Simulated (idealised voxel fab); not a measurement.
Presented below is a process module, voxel fin reveal.
Section shown: cut. Width: 250 nm. Cell size: 5 nm, square.
When this document writes out a cross-section, it uses a grid of square cells and lists it as bands, beginning at the top and moving down, with a band standing for one or more rows of cells. Top, bottom (nm), then materials left to right with widths (nm); lone material tagged "edge to edge" fills the whole band edge to edge; "air" = empty space. All heights in this document are referenced to 0, defined as the level beneath which the wafer, as received, consists entirely of one material. The lowest band is not bounded below; it extends indefinitely downward and is written in the form "0 nm and below". Width spec "30 to 40" -> top row of cells at first value, bottom row at second value, equal per-row change in between. Key: "everything unchanged" - step with no changed cell in the cross-section. In "Enclosed voids" the enclosed voids are listed, meaning empty spaces of 8 cells or larger without any opening to the top. The form is width x height at distance, distance from the left edge, units nm. Formally, on a step line, whatever follows the settings is a remark that the simulator itself makes on the step. If you see "overlay nm" on a step's line and that step has a mask, it's telling you how far right of where it was planned the mask ended up; a negative number means it went left instead.

-- plan
1: RECEIVE with material Si
2: CONFORMAL_DEP with material SiN, thk nm 10
3: DIRECTIONAL_DEP with material aC, thk nm 15
4: PATTERN with tone cover, mask id FINS, material resist, width nm 15, pitch nm 40, thk nm 35, overlay nm 0
5: DIRECTIONAL_ETCH with etch materials aC, depth nm 15
6: STRIP with etch materials resist
7: DIRECTIONAL_ETCH with etch materials SiN, depth nm 10
8: DIRECTIONAL_ETCH with etch materials Si, depth nm 30
9: STRIP with etch materials aC
10: OXIDIZE with depth nm 5
11: FILL_DEP with material SiO2, thk nm 5
12: CMP with height nm 10
13: SELECTIVE_ETCH with etch materials SiO2, depth nm 30
14: STRIP with etch materials SiN
15: CONFORMAL_DEP with material SiO2, thk nm 5

-- Step 1 complete: cross-section of the wafer as received
0 nm and below: Si edge to edge
Enclosed voids: none

-- Same starting wafer, same plan as above, one mistake in the execution; this is the cross-section at the end of the module
5 nm to 0 nm: air 70, SiO2 25, air 15, SiO2 25, air 15, SiO2 25, air 75
0 nm to -15 nm: air 70, SiO2 5, Si 15, SiO2 5, air 15, SiO2 5, Si 15, SiO2 5, air 15, SiO2 5, Si 15, SiO2 5, air 75
-15 nm to -35 nm: SiO2 75, Si 15, SiO2 25, Si 15, SiO2 25, Si 15, SiO2 80
-35 nm and below: Si edge to edge
Enclosed voids: none
In executing the process, a mistake was made relative to the plan: step 4 did not use the planned setting and instead ran as PATTERN with tone cover, mask id FINS, material resist, width nm 25, pitch nm 40, thk nm 35, overlay nm 0
